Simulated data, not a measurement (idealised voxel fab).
The name of this process module is voxel double patterning.
Section shown: cut. Width: 200 nm. Cell size: 5 nm, square.
How to read a cross-section here: the picture is a grid of square cells, written as bands going from the top down, and any band can span one or more rows of cells.
Band: top height; bottom height; in nm. Then, left to right: material with width in nm, for each material. "edge to edge": a single material spanning edge to edge. "air": empty space.
All heights in this document are referenced to 0, defined as the level beneath which the wafer, as received, consists entirely of one material. The lowest band is not bounded below; it extends indefinitely downward and is written in the form "0 and below".
So if you see something like "30..40" for the width, read it as the top row of the band sitting at the first number and the bottom row at the second, with every row in between moving by the same amount as the last.
"nothing changed" for a step: no cell of the cross-section changed in that step.
In the "Unvented internal voids" entry, you get each enclosed empty space of 8 cells or more, one with no open way to the top, written width x height at distance, distance from the left edge, in nm.
after a step's settings: what the simulator itself notes on the step
overlay nm: how far to the right of its planned place the mask lay on this masked step (negative: to the left).

LIST OF PLANNED PROCESS STEPS
1: RECEIVE with material Si
2: CONFORMAL_DEP with material SiO2, thk nm 5
3: DIRECTIONAL_DEP with material W, thk nm 10
4: DIRECTIONAL_DEP with material SiCN, thk nm 10
5: DIRECTIONAL_DEP with material aC, thk nm 15
6: PATTERN with tone open, mask id FIRST, material resist, width nm 15, pitch nm 50, thk nm 30, overlay nm 0
7: DIRECTIONAL_ETCH with etch materials aC, depth nm 15
8: STRIP with etch materials resist
9: DIRECTIONAL_ETCH with etch materials SiCN, depth nm 10
10: STRIP with etch materials aC
11: PATTERN with tone open, mask id SECOND, material resist, width nm 15, thk nm 15, overlay nm 0
12: DIRECTIONAL_ETCH with etch materials SiCN, depth nm 10
13: STRIP with etch materials resist
14: DIRECTIONAL_ETCH with etch materials W, depth nm 10
15: STRIP with etch materials SiCN

CROSS-SECTION OF THE WAFER AS IT CAME TO US, I.E., ALREADY THROUGH STEP 1
* 0 and below | Si edge to edge
* Unvented internal voids: none

AS-PLANNED RUN: CROSS-SECTION OF THE FIRST OF TWO WAFERS AT END OF MODULE
* 15 down to 5 | W 65  air 15  W 10  air 15  W 10  air 15  W 70
* 5 down to 0 | SiO2 edge to edge
* 0 and below | Si edge to edge
* Unvented internal voids: none

CROSS-SECTIONAL IMAGE OF THE SECOND WAFER OF THE TWO FOLLOWING COMPLETION OF THE MODULE. STARTING STATE AND PROCESS PLAN WERE THE SAME AS FOR THE FIRST WAFER; ONE EXECUTION ERROR OCCURRED
* 15 down to 5 | W 75  air 30  W 20  air 15  W 60
* 5 down to 0 | SiO2 edge to edge
* 0 and below | Si edge to edge
* Unvented internal voids: none
So what did we get wrong on this run? step 6 ran differently from the plan; actual operation with settings: PATTERN with tone open, mask id FIRST, material resist, width nm 15, pitch nm 50, thk nm 30, overlay nm 10
The concluding comparison shows that, measured in cells, each material is equally abundant on both wafers, albeit at different positions.
